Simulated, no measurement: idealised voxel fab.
Process module in this document: voxel wiring stack
Square cells of 5 nm make up the cross-section cut, whose width is 225 nm.
Cross-section layout: square cells on a grid; listed as bands, top to bottom; a band spans one or more cell rows.
Band: top height; bottom height; in nm. Then, left to right: material with width in nm, for each material. "throughout": a single material spanning edge to edge. "blank": empty space.
Where do heights start? At 0: under that level the wafer as delivered is made of one material only. And the lowest band has no floor; it just carries on downward, as in "0 down".
Top row gets the first number, bottom row gets the second, and each row in between changes by the same step: that is how a band width like "30 to 40" works.
It should be understood that the words "no change occurred", when stated for a given step, signify that the cross-section underwent no change in any of its cells during that step.
The entry "Trapped cavities" lists the empty spaces that cover at least 8 cells and have no open path to the top. Each is written as width x height at distance, where the distance is measured from the left edge and all three values are in nm.
Anything after a step's settings on that line? It's the simulator's own note about the step.
overlay nm: right-of-plan distance of the mask on a masked step; negative values mean left-of-plan.
Steps in the process plan
1,RECEIVE (material Si)
2,CONFORMAL_DEP (material SiO2; thk nm 15)
3,CONFORMAL_DEP (material SiN; thk nm 5)
4,DIRECTIONAL_DEP (material lowk; thk nm 20)
5,MASKED_ETCH (tone open; mask id METAL_1; width nm 25; pitch nm 55; etch materials lowk; depth nm 20; overlay nm 0)
6,MASKED_ETCH (tone open; mask id METAL_1; width nm 25; pitch nm 55; etch materials SiN; depth nm 5; overlay nm 0)
7,CONFORMAL_DEP (material TiN; thk nm 5)
8,FILL_DEP (material Cu; thk nm 5)
9,CMP (height nm 40)
10,EPI (material Ru; thk nm 5)
11,FILL_DEP (material SiCN; thk nm 5)
12,DIRECTIONAL_DEP (material SiO2; thk nm 20)
13,MASKED_ETCH (tone open; mask id PLUG_1; width nm 15; etch materials SiO2; depth nm 20; overlay nm 0)
14,MASKED_ETCH (tone open; mask id PLUG_1; width nm 15; etch materials SiCN; depth nm 5; overlay nm 0)
15,CONFORMAL_DEP (material TiN; thk nm 5)
16,FILL_DEP (material Cu; thk nm 5)
17,CMP (height nm 70)
18,DIRECTIONAL_DEP (material TiN; thk nm 5)
19,DIRECTIONAL_DEP (material W; thk nm 25)
20,DIRECTIONAL_DEP (material aC; thk nm 10)
21,PATTERN (tone cover; mask id METAL_2; material resist; width nm 25; pitch nm 55; thk nm 30; overlay nm 0)
22,DIRECTIONAL_ETCH (etch materials aC; depth nm 10)
23,STRIP (etch materials resist)
24,DIRECTIONAL_ETCH (etch materials W; depth nm 25)
25,DIRECTIONAL_ETCH (etch materials TiN; depth nm 5)
26,STRIP (etch materials aC)
27,FILL_DEP (material lowk; thk nm 5)
28,CMP (height nm 100)
29,CONFORMAL_DEP (material SiCN; thk nm 5)
30,DIRECTIONAL_DEP (material lowk; thk nm 30)
31,PATTERN (tone open; mask id METAL_3; material resist; width nm 25; pitch nm 55; thk nm 20; overlay nm 0)
32,DIRECTIONAL_ETCH (etch materials lowk; depth nm 15)
33,STRIP (etch materials resist)
34,MASKED_ETCH (tone open; mask id METAL_3_HOLES; width nm 15; etch materials lowk; depth nm 15; overlay nm 0)
35,MASKED_ETCH (tone open; mask id METAL_3_HOLES; width nm 15; etch materials SiCN; depth nm 5; overlay nm 0)
36,CONFORMAL_DEP (material TiN; thk nm 5)
37,FILL_DEP (material Cu; thk nm 5)
38,CMP (height nm 135)
39,CONFORMAL_DEP (material SiCN; thk nm 5)
40,DIRECTIONAL_DEP (material lowk; thk nm 15)
41,MASKED_ETCH (tone open; mask id PLUG_3; width nm 15; pitch nm 55; etch materials lowk; depth nm 15; overlay nm 0)
42,MASKED_ETCH (tone open; mask id PLUG_3; width nm 15; pitch nm 55; etch materials SiCN; depth nm 5; overlay nm 0)
43,EPI (material Ru; thk nm 10)
44,EPI (material Ru; thk nm 10)
45,CONFORMAL_DEP (material SiN; thk nm 5)
46,DIRECTIONAL_DEP (material SiO2; thk nm 15)
47,MASKED_ETCH (tone open; mask id METAL_4; width nm 25; pitch nm 55; etch materials SiO2; depth nm 15; overlay nm 0)
48,MASKED_ETCH (tone open; mask id METAL_4; width nm 25; pitch nm 55; etch materials SiN; depth nm 5; overlay nm 0)
49,CONFORMAL_DEP (material TiN; thk nm 5)
50,FILL_DEP (material Ru; thk nm 5)
51,CMP (height nm 175)
52,CONFORMAL_DEP (material SiN; thk nm 5)
First wafer out of two, processed as planned
Shown in cross-section is the wafer as received, that is, as it stands after step 1
  0 down  Si throughout
  Trapped cavities: none
Step 2 done - wafer cross-section
  15 to 0  SiO2 throughout
  At heights below 0, the structure remains unaltered.
Step 3 done - wafer cross-section
  20 to 15  SiN throughout
  At heights below 15, the structure remains unaltered.
Step 4 done - wafer cross-section
  40 to 20  lowk throughout
  At heights below 20, the structure remains unaltered.
Step 5 done - wafer cross-section
  40 to 20  70 of lowk  25 of blank  30 of lowk  25 of blank  75 of lowk
  At heights below 20, the structure remains unaltered.
Step 6 done - wafer cross-section
  40 to 20  70 of lowk  25 of blank  30 of lowk  25 of blank  75 of lowk
  20 to 15  70 of SiN  25 of blank  30 of SiN  25 of blank  75 of SiN
  At heights below 15, the structure remains unaltered.
Step 7 done - wafer cross-section
  45 to 40  75 of TiN  15 of blank  40 of TiN  15 of blank  80 of TiN
  40 to 20  70 of lowk  5 of TiN  15 of blank  5 of TiN  30 of lowk  5 of TiN  15 of blank  5 of TiN  75 of lowk
  20 to 15  70 of SiN  25 of TiN  30 of SiN  25 of TiN  75 of SiN
  At heights below 15, the structure remains unaltered.
Step 8 done - wafer cross-section
  50 to 45  Cu throughout
  45 to 40  75 of TiN  15 of Cu  40 of TiN  15 of Cu  80 of TiN
  40 to 20  70 of lowk  5 of TiN  15 of Cu  5 of TiN  30 of lowk  5 of TiN  15 of Cu  5 of TiN  75 of lowk
  At heights below 20, the structure remains unaltered.
Step 9 done - wafer cross-section
  40 to 20  70 of lowk  5 of TiN  15 of Cu  5 of TiN  30 of lowk  5 of TiN  15 of Cu  5 of TiN  75 of lowk
  At heights below 20, the structure remains unaltered.
Step 10 done - wafer cross-section
  45 to 40  65 of blank  35 of Ru  20 of blank  35 of Ru  70 of blank
  At heights below 40, the structure remains unaltered.
Step 11 done - wafer cross-section
  50 to 45  SiCN throughout
  45 to 40  65 of SiCN  35 of Ru  20 of SiCN  35 of Ru  70 of SiCN
  At heights below 40, the structure remains unaltered.
Step 12 done - wafer cross-section
  70 to 50  SiO2 throughout
  At heights below 50, the structure remains unaltered.
Step 13 done - wafer cross-section
  70 to 50  70 of SiO2  15 of blank  140 of SiO2
  At heights below 50, the structure remains unaltered.
Step 14 done - wafer cross-section
  70 to 50  70 of SiO2  15 of blank  140 of SiO2
  50 to 45  70 of SiCN  15 of blank  140 of SiCN
  At heights below 45, the structure remains unaltered.
Step 15 done - wafer cross-section
  75 to 70  75 of TiN  5 of blank  145 of TiN
  70 to 50  70 of SiO2  5 of TiN  5 of blank  5 of TiN  140 of SiO2
  50 to 45  70 of SiCN  15 of TiN  140 of SiCN
  At heights below 45, the structure remains unaltered.
Step 16 done - wafer cross-section
  80 to 75  Cu throughout
  75 to 70  75 of TiN  5 of Cu  145 of TiN
  70 to 50  70 of SiO2  5 of TiN  5 of Cu  5 of TiN  140 of SiO2
  At heights below 50, the structure remains unaltered.
Step 17 done - wafer cross-section
  70 to 50  70 of SiO2  5 of TiN  5 of Cu  5 of TiN  140 of SiO2
  At heights below 50, the structure remains unaltered.
Step 18 done - wafer cross-section
  75 to 70  TiN throughout
  At heights below 70, the structure remains unaltered.
Step 19 done - wafer cross-section
  100 to 75  W throughout
  At heights below 75, the structure remains unaltered.
Step 20 done - wafer cross-section
  110 to 100  aC throughout
  At heights below 100, the structure remains unaltered.
Step 21 done - wafer cross-section
  140 to 110  70 of blank  25 of resist  30 of blank  25 of resist  75 of blank
  At heights below 110, the structure remains unaltered.
Step 22 done - wafer cross-section
  130 to 110  70 of blank  25 of resist  30 of blank  25 of resist  75 of blank
  110 to 100  70 of blank  25 of aC  30 of blank  25 of aC  75 of blank
  At heights below 100, the structure remains unaltered.
Step 23 done - wafer cross-section
  110 to 100  70 of blank  25 of aC  30 of blank  25 of aC  75 of blank
  At heights below 100, the structure remains unaltered.
Step 24 done - wafer cross-section
  110 to 100  70 of blank  25 of aC  30 of blank  25 of aC  75 of blank
  100 to 75  70 of blank  25 of W  30 of blank  25 of W  75 of blank
  At heights below 75, the structure remains unaltered.
Step 25 done - wafer cross-section
  110 to 100  70 of blank  25 of aC  30 of blank  25 of aC  75 of blank
  100 to 75  70 of blank  25 of W  30 of blank  25 of W  75 of blank
  75 to 70  70 of blank  25 of TiN  30 of blank  25 of TiN  75 of blank
  At heights below 70, the structure remains unaltered.
Step 26 done - wafer cross-section
  100 to 75  70 of blank  25 of W  30 of blank  25 of W  75 of blank
  At heights below 75, the structure remains unaltered.
Step 27 done - wafer cross-section
  105 to 100  lowk throughout
  100 to 75  70 of lowk  25 of W  30 of lowk  25 of W  75 of lowk
  75 to 70  70 of lowk  25 of TiN  30 of lowk  25 of TiN  75 of lowk
  At heights below 70, the structure remains unaltered.
Step 28 done - wafer cross-section
  100 to 75  70 of lowk  25 of W  30 of lowk  25 of W  75 of lowk
  At heights below 75, the structure remains unaltered.
Step 29 done - wafer cross-section
  105 to 100  SiCN throughout
  At heights below 100, the structure remains unaltered.
Step 30 done - wafer cross-section
  135 to 105  lowk throughout
  At heights below 105, the structure remains unaltered.
Step 31 done - wafer cross-section
  155 to 135  70 of resist  25 of blank  30 of resist  25 of blank  75 of resist
  At heights below 135, the structure remains unaltered.
Step 32 done - wafer cross-section
  155 to 135  70 of resist  25 of blank  30 of resist  25 of blank  75 of resist
  135 to 120  70 of lowk  25 of blank  30 of lowk  25 of blank  75 of lowk
  At heights below 120, the structure remains unaltered.
Step 33 done - wafer cross-section
  135 to 120  70 of lowk  25 of blank  30 of lowk  25 of blank  75 of lowk
  At heights below 120, the structure remains unaltered.
Step 34 done - wafer cross-section
  135 to 120  70 of lowk  25 of blank  30 of lowk  25 of blank  75 of lowk
  120 to 105  70 of lowk  15 of blank  140 of lowk
  At heights below 105, the structure remains unaltered.
Step 35 done - wafer cross-section
  135 to 120  70 of lowk  25 of blank  30 of lowk  25 of blank  75 of lowk
  120 to 105  70 of lowk  15 of blank  140 of lowk
  105 to 100  70 of SiCN  15 of blank  140 of SiCN
  At heights below 100, the structure remains unaltered.
Step 36 done - wafer cross-section
  140 to 135  75 of TiN  15 of blank  40 of TiN  15 of blank  80 of TiN
  135 to 125  70 of lowk  5 of TiN  15 of blank  5 of TiN  30 of lowk  5 of TiN  15 of blank  5 of TiN  75 of lowk
  125 to 120  70 of lowk  5 of TiN  5 of blank  15 of TiN  30 of lowk  25 of TiN  75 of lowk
  120 to 105  70 of lowk  5 of TiN  5 of blank  5 of TiN  140 of lowk
  105 to 100  70 of SiCN  15 of TiN  140 of SiCN
  At heights below 100, the structure remains unaltered.
Step 37 done - wafer cross-section
  145 to 140  Cu throughout
  140 to 135  75 of TiN  15 of Cu  40 of TiN  15 of Cu  80 of TiN
  135 to 125  70 of lowk  5 of TiN  15 of Cu  5 of TiN  30 of lowk  5 of TiN  15 of Cu  5 of TiN  75 of lowk
  125 to 120  70 of lowk  5 of TiN  5 of Cu  15 of TiN  30 of lowk  25 of TiN  75 of lowk
  120 to 105  70 of lowk  5 of TiN  5 of Cu  5 of TiN  140 of lowk
  At heights below 105, the structure remains unaltered.
Step 38 done - wafer cross-section
  135 to 125  70 of lowk  5 of TiN  15 of Cu  5 of TiN  30 of lowk  5 of TiN  15 of Cu  5 of TiN  75 of lowk
  At heights below 125, the structure remains unaltered.
Step 39 done - wafer cross-section
  140 to 135  SiCN throughout
  At heights below 135, the structure remains unaltered.
Step 40 done - wafer cross-section
  155 to 140  lowk throughout
  At heights below 140, the structure remains unaltered.
Step 41 done - wafer cross-section
  155 to 140  70 of lowk  15 of blank  40 of lowk  15 of blank  85 of lowk
  At heights below 140, the structure remains unaltered.
Step 42 done - wafer cross-section
  155 to 140  70 of lowk  15 of blank  40 of lowk  15 of blank  85 of lowk
  140 to 135  70 of SiCN  15 of blank  40 of SiCN  15 of blank  85 of SiCN
  At heights below 135, the structure remains unaltered.
Step 43 done - wafer cross-section
  155 to 145  70 of lowk  15 of blank  40 of lowk  15 of blank  85 of lowk
  145 to 140  70 of lowk  15 of Ru  40 of lowk  15 of Ru  85 of lowk
  140 to 135  70 of SiCN  15 of Ru  40 of SiCN  15 of Ru  85 of SiCN
  At heights below 135, the structure remains unaltered.
Step 44 done - wafer cross-section
  155 to 140  70 of lowk  15 of Ru  40 of lowk  15 of Ru  85 of lowk
  At heights below 140, the structure remains unaltered.
Step 45 done - wafer cross-section
  160 to 155  SiN throughout
  At heights below 155, the structure remains unaltered.
Step 46 done - wafer cross-section
  175 to 160  SiO2 throughout
  At heights below 160, the structure remains unaltered.
Step 47 done - wafer cross-section
  175 to 160  70 of SiO2  25 of blank  30 of SiO2  25 of blank  75 of SiO2
  At heights below 160, the structure remains unaltered.
Step 48 done - wafer cross-section
  175 to 160  70 of SiO2  25 of blank  30 of SiO2  25 of blank  75 of SiO2
  160 to 155  70 of SiN  25 of blank  30 of SiN  25 of blank  75 of SiN
  At heights below 155, the structure remains unaltered.
Step 49 done - wafer cross-section
  180 to 175  75 of TiN  15 of blank  40 of TiN  15 of blank  80 of TiN
  175 to 160  70 of SiO2  5 of TiN  15 of blank  5 of TiN  30 of SiO2  5 of TiN  15 of blank  5 of TiN  75 of SiO2
  160 to 155  70 of SiN  25 of TiN  30 of SiN  25 of TiN  75 of SiN
  At heights below 155, the structure remains unaltered.
Step 50 done - wafer cross-section
  185 to 180  Ru throughout
  180 to 175  75 of TiN  15 of Ru  40 of TiN  15 of Ru  80 of TiN
  175 to 160  70 of SiO2  5 of TiN  15 of Ru  5 of TiN  30 of SiO2  5 of TiN  15 of Ru  5 of TiN  75 of SiO2
  At heights below 160, the structure remains unaltered.
Step 51 done - wafer cross-section
  175 to 160  70 of SiO2  5 of TiN  15 of Ru  5 of TiN  30 of SiO2  5 of TiN  15 of Ru  5 of TiN  75 of SiO2
  At heights below 160, the structure remains unaltered.
Step 52 done - wafer cross-section
  180 to 175  SiN throughout
  At heights below 175, the structure remains unaltered.
The Second Wafer: Common Origin and Plan, One Mistake in Execution, Identical to the First Through Step 20
The second wafer cut through, at the time step 21 was supposed to be finished
  140 to 110  70 of resist  25 of blank  30 of resist  25 of blank  75 of resist
  At heights below 110, the structure remains unaltered.
The second wafer cut through, at the time step 22 was supposed to be finished
  130 to 110  70 of resist  25 of blank  30 of resist  25 of blank  75 of resist
  110 to 100  70 of aC  25 of blank  30 of aC  25 of blank  75 of aC
  At heights below 100, the structure remains unaltered.
The second wafer cut through, at the time step 23 was supposed to be finished
  110 to 100  70 of aC  25 of blank  30 of aC  25 of blank  75 of aC
  At heights below 100, the structure remains unaltered.
The second wafer cut through, at the time step 24 was supposed to be finished
  110 to 100  70 of aC  25 of blank  30 of aC  25 of blank  75 of aC
  100 to 75  70 of W  25 of blank  30 of W  25 of blank  75 of W
  At heights below 75, the structure remains unaltered.
The second wafer cut through, at the time step 25 was supposed to be finished
  110 to 100  70 of aC  25 of blank  30 of aC  25 of blank  75 of aC
  100 to 75  70 of W  25 of blank  30 of W  25 of blank  75 of W
  75 to 70  70 of TiN  25 of blank  30 of TiN  25 of blank  75 of TiN
  At heights below 70, the structure remains unaltered.
The second wafer cut through, at the time step 26 was supposed to be finished
  100 to 75  70 of W  25 of blank  30 of W  25 of blank  75 of W
  At heights below 75, the structure remains unaltered.
The second wafer cut through, at the time step 27 was supposed to be finished
  105 to 100  lowk throughout
  100 to 75  70 of W  25 of lowk  30 of W  25 of lowk  75 of W
  75 to 70  70 of TiN  25 of lowk  30 of TiN  25 of lowk  75 of TiN
  At heights below 70, the structure remains unaltered.
The second wafer cut through, at the time step 28 was supposed to be finished
  100 to 75  70 of W  25 of lowk  30 of W  25 of lowk  75 of W
  At heights below 75, the structure remains unaltered.
The second wafer cut through, at the time step 29 was supposed to be finished
  105 to 100  SiCN throughout
  At heights below 100, the structure remains unaltered.
The second wafer cut through, at the time step 30 was supposed to be finished
  135 to 105  lowk throughout
  At heights below 105, the structure remains unaltered.
The second wafer cut through, at the time step 31 was supposed to be finished
  155 to 135  70 of resist  25 of blank  30 of resist  25 of blank  75 of resist
  At heights below 135, the structure remains unaltered.
The second wafer cut through, at the time step 32 was supposed to be finished
  155 to 135  70 of resist  25 of blank  30 of resist  25 of blank  75 of resist
  135 to 120  70 of lowk  25 of blank  30 of lowk  25 of blank  75 of lowk
  At heights below 120, the structure remains unaltered.
The second wafer cut through, at the time step 33 was supposed to be finished
  135 to 120  70 of lowk  25 of blank  30 of lowk  25 of blank  75 of lowk
  At heights below 120, the structure remains unaltered.
The second wafer cut through, at the time step 34 was supposed to be finished
  135 to 120  70 of lowk  25 of blank  30 of lowk  25 of blank  75 of lowk
  120 to 105  70 of lowk  15 of blank  140 of lowk
  At heights below 105, the structure remains unaltered.
The second wafer cut through, at the time step 35 was supposed to be finished
  135 to 120  70 of lowk  25 of blank  30 of lowk  25 of blank  75 of lowk
  120 to 105  70 of lowk  15 of blank  140 of lowk
  105 to 100  70 of SiCN  15 of blank  140 of SiCN
  At heights below 100, the structure remains unaltered.
The second wafer cut through, at the time step 36 was supposed to be finished
  140 to 135  75 of TiN  15 of blank  40 of TiN  15 of blank  80 of TiN
  135 to 125  70 of lowk  5 of TiN  15 of blank  5 of TiN  30 of lowk  5 of TiN  15 of blank  5 of TiN  75 of lowk
  125 to 120  70 of lowk  5 of TiN  5 of blank  15 of TiN  30 of lowk  25 of TiN  75 of lowk
  120 to 105  70 of lowk  5 of TiN  5 of blank  5 of TiN  140 of lowk
  105 to 100  70 of SiCN  15 of TiN  140 of SiCN
  At heights below 100, the structure remains unaltered.
The second wafer cut through, at the time step 37 was supposed to be finished
  145 to 140  Cu throughout
  140 to 135  75 of TiN  15 of Cu  40 of TiN  15 of Cu  80 of TiN
  135 to 125  70 of lowk  5 of TiN  15 of Cu  5 of TiN  30 of lowk  5 of TiN  15 of Cu  5 of TiN  75 of lowk
  125 to 120  70 of lowk  5 of TiN  5 of Cu  15 of TiN  30 of lowk  25 of TiN  75 of lowk
  120 to 105  70 of lowk  5 of TiN  5 of Cu  5 of TiN  140 of lowk
  At heights below 105, the structure remains unaltered.
The second wafer cut through, at the time step 38 was supposed to be finished
  135 to 125  70 of lowk  5 of TiN  15 of Cu  5 of TiN  30 of lowk  5 of TiN  15 of Cu  5 of TiN  75 of lowk
  At heights below 125, the structure remains unaltered.
The second wafer cut through, at the time step 39 was supposed to be finished
  140 to 135  SiCN throughout
  At heights below 135, the structure remains unaltered.
The second wafer cut through, at the time step 40 was supposed to be finished
  155 to 140  lowk throughout
  At heights below 140, the structure remains unaltered.
The second wafer cut through, at the time step 41 was supposed to be finished
  155 to 140  70 of lowk  15 of blank  40 of lowk  15 of blank  85 of lowk
  At heights below 140, the structure remains unaltered.
The second wafer cut through, at the time step 42 was supposed to be finished
  155 to 140  70 of lowk  15 of blank  40 of lowk  15 of blank  85 of lowk
  140 to 135  70 of SiCN  15 of blank  40 of SiCN  15 of blank  85 of SiCN
  At heights below 135, the structure remains unaltered.
The second wafer cut through, at the time step 43 was supposed to be finished
  155 to 145  70 of lowk  15 of blank  40 of lowk  15 of blank  85 of lowk
  145 to 140  70 of lowk  15 of Ru  40 of lowk  15 of Ru  85 of lowk
  140 to 135  70 of SiCN  15 of Ru  40 of SiCN  15 of Ru  85 of SiCN
  At heights below 135, the structure remains unaltered.
The second wafer cut through, at the time step 44 was supposed to be finished
  155 to 140  70 of lowk  15 of Ru  40 of lowk  15 of Ru  85 of lowk
  At heights below 140, the structure remains unaltered.
The second wafer cut through, at the time step 45 was supposed to be finished
  160 to 155  SiN throughout
  At heights below 155, the structure remains unaltered.
The second wafer cut through, at the time step 46 was supposed to be finished
  175 to 160  SiO2 throughout
  At heights below 160, the structure remains unaltered.
The second wafer cut through, at the time step 47 was supposed to be finished
  175 to 160  70 of SiO2  25 of blank  30 of SiO2  25 of blank  75 of SiO2
  At heights below 160, the structure remains unaltered.
The second wafer cut through, at the time step 48 was supposed to be finished
  175 to 160  70 of SiO2  25 of blank  30 of SiO2  25 of blank  75 of SiO2
  160 to 155  70 of SiN  25 of blank  30 of SiN  25 of blank  75 of SiN
  At heights below 155, the structure remains unaltered.
The second wafer cut through, at the time step 49 was supposed to be finished
  180 to 175  75 of TiN  15 of blank  40 of TiN  15 of blank  80 of TiN
  175 to 160  70 of SiO2  5 of TiN  15 of blank  5 of TiN  30 of SiO2  5 of TiN  15 of blank  5 of TiN  75 of SiO2
  160 to 155  70 of SiN  25 of TiN  30 of SiN  25 of TiN  75 of SiN
  At heights below 155, the structure remains unaltered.
The second wafer cut through, at the time step 50 was supposed to be finished
  185 to 180  Ru throughout
  180 to 175  75 of TiN  15 of Ru  40 of TiN  15 of Ru  80 of TiN
  175 to 160  70 of SiO2  5 of TiN  15 of Ru  5 of TiN  30 of SiO2  5 of TiN  15 of Ru  5 of TiN  75 of SiO2
  At heights below 160, the structure remains unaltered.
The second wafer cut through, at the time step 51 was supposed to be finished
  175 to 160  70 of SiO2  5 of TiN  15 of Ru  5 of TiN  30 of SiO2  5 of TiN  15 of Ru  5 of TiN  75 of SiO2
  At heights below 160, the structure remains unaltered.
The second wafer cut through, at the time step 52 was supposed to be finished
  180 to 175  SiN throughout
  At heights below 175, the structure remains unaltered.
Against the plan, the run slipped here: step 21 ran as: PATTERN (tone open; mask id METAL_2; material resist; width nm 25; pitch nm 55; thk nm 30; overlay nm 0)
The final cell counts differ between the wafers, with the second having more or fewer of some materials than the first: TiN +25; W +125; lowk -150
